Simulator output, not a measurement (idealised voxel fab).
process module | voxel transistor to metal
cross-section cut | 150 nm wide | cells 5 nm
A cross-section is a grid of square cells, given in bands from the top down. A band is one or more rows of cells.
Each band's line starts with the height of the band's top and of its bottom, in nm. Then come its materials from left to right, each with its width in nm. One material with "throughout" fills the band from edge to edge. "air" is empty space.
Height 0 is the level under which the wafer as received is all one material. The lowest band goes on downwards, as in "0 down".
A width such as "30 to 40" changes by the same amount from each row of cells to the next, from the band's top row to its bottom row.
"no change" after a step means that no cell of the cross-section changed.
closed voids: empty space of 8 cells or more with no open way to the top, each as width x height at its distance from the left edge, in nm
after a step's settings: what the simulator itself notes on the step
overlay nm, on a step with a mask: how far to the right of its planned place the mask lay; to the left if negative
plan
1 op RECEIVE | material Si
2 op OXIDIZE | depth nm 5
3 op CONFORMAL_DEP | material SiN | thk nm 10
4 op PATTERN | tone cover | mask id ACTIVE | material resist | width nm 120 | thk nm 15 | overlay nm 0
5 op DIRECTIONAL_ETCH | etch materials SiN | depth nm 10
6 op DIRECTIONAL_ETCH | etch materials SiO2 | depth nm 5
7 op DIRECTIONAL_ETCH | etch materials Si | depth nm 35
8 op STRIP | etch materials resist
9 op FILL_DEP | material SiO2 | thk nm 10
10 op CMP | height nm 10
11 op SELECTIVE_ETCH | etch materials SiO2 | depth nm 10
12 op STRIP | etch materials SiN
13 op SELECTIVE_ETCH | etch materials SiO2 | depth nm 5
14 op OXIDIZE | depth nm 5
15 op DIRECTIONAL_DEP | material polySi | thk nm 20
16 op DIRECTIONAL_DEP | material SiCN | thk nm 15
17 op MASKED_ETCH | tone cover | mask id GATE | width nm 30 | etch materials SiCN | depth nm 25 | overlay nm 0
18 op MASKED_ETCH | tone cover | mask id GATE | width nm 30 | etch materials polySi | depth nm 30 | overlay nm 0
19 op CONFORMAL_DEP | material SiO2 | thk nm 5
20 op DIRECTIONAL_ETCH | etch materials SiO2 | depth nm 5
21 op CONFORMAL_DEP | material SiN | thk nm 10
22 op DIRECTIONAL_ETCH | etch materials SiN | depth nm 10
23 op DIRECTIONAL_ETCH | etch materials SiO2 | depth nm 5
24 op DIRECTIONAL_ETCH | etch materials Si | depth nm 5
25 op EPI | material nSi | thk nm 5
26 op FILL_DEP | material SiO2 | thk nm 5
27 op CMP | height nm 15
28 op STRIP | etch materials polySi
29 op SELECTIVE_ETCH | etch materials SiO2 | depth nm 5
30 op CONFORMAL_DEP | material HfO2 | thk nm 5
31 op CONFORMAL_DEP | material TiN | thk nm 5
32 op FILL_DEP | material W | thk nm 5
33 op CMP | height nm 10
34 op DIRECTIONAL_DEP | material SiO2 | thk nm 15
35 op PATTERN | tone open | mask id CONTACT | material resist | width nm 20 | pitch nm 90 | thk nm 15 | overlay nm 0
36 op DIRECTIONAL_ETCH | etch materials SiO2 | depth nm 35
37 op STRIP | etch materials resist
38 op CONFORMAL_DEP | material TiN | thk nm 5
39 op FILL_DEP | material W | thk nm 10
40 op CMP | height nm 25
41 op CONFORMAL_DEP | material SiCN | thk nm 5
42 op DIRECTIONAL_DEP | material lowk | thk nm 25
43 op MASKED_ETCH | tone open | mask id METAL_1 | width nm 20 | pitch nm 90 | etch materials lowk | depth nm 25 | overlay nm 0
44 op MASKED_ETCH | tone open | mask id METAL_1 | width nm 20 | pitch nm 90 | etch materials SiCN | depth nm 5 | overlay nm 0
45 op CONFORMAL_DEP | material TiN | thk nm 5
46 op FILL_DEP | material Cu | thk nm 10
47 op CMP | height nm 55
48 op CONFORMAL_DEP | material SiCN | thk nm 5
49 op DIRECTIONAL_DEP | material lowk | thk nm 25
50 op DIRECTIONAL_DEP | material aC | thk nm 10
51 op PATTERN | tone open | mask id METAL_2 | material resist | width nm 20 | pitch nm 90 | thk nm 30 | overlay nm 0
52 op DIRECTIONAL_ETCH | etch materials aC | depth nm 10
53 op STRIP | etch materials resist
54 op DIRECTIONAL_ETCH | etch materials lowk | depth nm 15
55 op STRIP | etch materials aC
56 op DIRECTIONAL_DEP | material aC | thk nm 15
57 op PATTERN | tone open | mask id METAL_2_HOLES | material resist | width nm 15 | pitch nm 90 | thk nm 30 | overlay nm 0
58 op DIRECTIONAL_ETCH | etch materials aC | depth nm 15
59 op STRIP | etch materials resist
60 op DIRECTIONAL_ETCH | etch materials lowk | depth nm 10
61 op DIRECTIONAL_ETCH | etch materials SiCN | depth nm 5
62 op STRIP | etch materials aC
63 op CONFORMAL_DEP | material TiN | thk nm 5
64 op FILL_DEP | material Ru | thk nm 10
65 op CMP | height nm 85
66 op CONFORMAL_DEP | material SiN | thk nm 5
as received, after step 1
  0 down: Si throughout
  closed voids: none
first wafer at the end, as planned
  90 to 85: SiN throughout
  85 to 75: lowk 20 | TiN 5 | Ru 10 | TiN 5 | lowk 70 | TiN 5 | Ru 10 | TiN 5 | lowk 20
  75 to 70: lowk 20 | TiN 5 | Ru 5 | TiN 10 | lowk 70 | TiN 5 | Ru 5 | TiN 10 | lowk 20
  70 to 60: lowk 20 | TiN 5 | Ru 5 | TiN 5 | lowk 75 | TiN 5 | Ru 5 | TiN 5 | lowk 25
  60 to 55: SiCN 20 | TiN 15 | SiCN 75 | TiN 15 | SiCN 25
  55 to 30: lowk 20 | TiN 5 | Cu 10 | TiN 5 | lowk 70 | TiN 5 | Cu 10 | TiN 5 | lowk 20
  30 to 25: SiCN 20 | TiN 20 | SiCN 70 | TiN 20 | SiCN 20
  25 to 10: SiO2 20 | TiN 5 | W 10 | TiN 5 | SiO2 70 | TiN 5 | W 10 | TiN 5 | SiO2 20
  10 to 0: SiO2 20 | TiN 5 | W 10 | TiN 5 | SiO2 5 | SiN 10 | HfO2 5 | TiN 5 | W 20 | TiN 5 | HfO2 5 | SiN 10 | SiO2 5 | TiN 5 | W 10 | TiN 5 | SiO2 20
  0 to -5: SiO2 20 | TiN 5 | W 10 | TiN 5 | SiO2 5 | SiN 10 | HfO2 5 | TiN 30 | HfO2 5 | SiN 10 | SiO2 5 | TiN 5 | W 10 | TiN 5 | SiO2 20
  -5 to -10: SiO2 20 | TiN 20 | nSi 5 | SiO2 10 | HfO2 40 | SiO2 10 | nSi 5 | TiN 20 | SiO2 20
  -10 to -15: SiO2 15 | nSi 30 | Si 60 | nSi 30 | SiO2 15
  -15 to -40: SiO2 15 | Si 120 | SiO2 15
  -40 down: Si throughout
  closed voids: none
second wafer at the end: like start, like plan, one mistake
  90 to 85: SiN throughout
  85 to 75: Ru 30 to 15 | TiN 5 to 20 | lowk 5 | TiN 5 | Ru 75 to 60 | TiN 5 to 20 | lowk 5 | TiN 5 | Ru 15
  75 to 70: TiN 20 | lowk 20 | TiN 70 | lowk 20 | TiN 20
  70 to 60: lowk throughout
  60 to 55: SiCN throughout
  55 to 30: lowk 20 | TiN 5 | Cu 10 | TiN 5 | lowk 70 | TiN 5 | Cu 10 | TiN 5 | lowk 20
  30 to 25: SiCN 20 | TiN 20 | SiCN 70 | TiN 20 | SiCN 20
  25 to 10: SiO2 20 | TiN 5 | W 10 | TiN 5 | SiO2 70 | TiN 5 | W 10 | TiN 5 | SiO2 20
  10 to 0: SiO2 20 | TiN 5 | W 10 | TiN 5 | SiO2 5 | SiN 10 | HfO2 5 | TiN 5 | W 20 | TiN 5 | HfO2 5 | SiN 10 | SiO2 5 | TiN 5 | W 10 | TiN 5 | SiO2 20
  0 to -5: SiO2 20 | TiN 5 | W 10 | TiN 5 | SiO2 5 | SiN 10 | HfO2 5 | TiN 30 | HfO2 5 | SiN 10 | SiO2 5 | TiN 5 | W 10 | TiN 5 | SiO2 20
  -5 to -10: SiO2 20 | TiN 20 | nSi 5 | SiO2 10 | HfO2 40 | SiO2 10 | nSi 5 | TiN 20 | SiO2 20
  -10 to -15: SiO2 15 | nSi 30 | Si 60 | nSi 30 | SiO2 15
  -15 to -40: SiO2 15 | Si 120 | SiO2 15
  -40 down: Si throughout
  closed voids: none
what went wrong: step 51 ran as: op PATTERN | tone cover | mask id METAL_2 | material resist | width nm 20 | pitch nm 90 | thk nm 30 | overlay nm 0
at the end the second wafer has, in cells: 28 more of Ru | 6 more of SiCN | 8 more of TiN | 42 fewer of lowk
